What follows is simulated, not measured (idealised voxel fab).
process module | voxel local oxidation
cross-section cut | 255 nm wide | cells 5 nm
A cross-section is a grid of square cells, given in bands from the top down. A band is one or more rows of cells.
Each band's line starts with the height of the band's top and of its bottom, in nm. Then come its materials from left to right, each with its width in nm. One material with "throughout" fills the band from edge to edge. "air" is empty space.
Height 0 is the level under which the wafer as received is all one material. The lowest band goes on downwards, as in "0 down".
A width such as "30 to 40" changes by the same amount from each row of cells to the next, from the band's top row to its bottom row.
"no change" after a step means that no cell of the cross-section changed.
closed voids: empty space of 8 cells or more with no open way to the top, each as width x height at its distance from the left edge, in nm
after a step's settings: what the simulator itself notes on the step
overlay nm, on a step with a mask: how far to the right of its planned place the mask lay; to the left if negative
plan
1 op RECEIVE | material Si
2 op CONFORMAL_DEP | material SiO2 | thk nm 5
3 op CONFORMAL_DEP | material SiN | thk nm 15
4 op PATTERN | tone cover | mask id ACTIVE | material resist | width nm 105 | thk nm 15 | overlay nm -15
5 op DIRECTIONAL_ETCH | etch materials SiN | depth nm 15
6 op STRIP | etch materials resist
7 op SELECTIVE_ETCH | etch materials SiO2 | depth nm 5
8 op OXIDIZE | depth nm 10
9 op STRIP | etch materials SiN
varied across the wafers: overlay nm of step 4. The plan shows the first wafer's value. All wafers start alike
first wafer as received, after step 1
  0 down: Si throughout
  closed voids: none
first wafer at the end, after step 9
  5 to 0: air 65 | SiO2 95 | air 95
  0 to -10: SiO2 75 | Si 75 | SiO2 105
  -10 down: Si throughout
  closed voids: none
last wafer at the end
  5 to 0: air 95 | SiO2 95 | air 65
  0 to -10: SiO2 105 | Si 75 | SiO2 75
  -10 down: Si throughout
  closed voids: none
each wafer at the end: cells of each material gained (+) or lost (-) since it was received, then its closed voids
overlay nm -15 | -72 Si | +91 SiO2 | closed voids: none
overlay nm -10 | -72 Si | +91 SiO2 | closed voids: none
overlay nm -5 | -72 Si | +91 SiO2 | closed voids: none
overlay nm 0 | -72 Si | +91 SiO2 | closed voids: none
overlay nm 5 | -72 Si | +91 SiO2 | closed voids: none
overlay nm 10 | -72 Si | +91 SiO2 | closed voids: none
overlay nm 15 | -72 Si | +91 SiO2 | closed voids: none
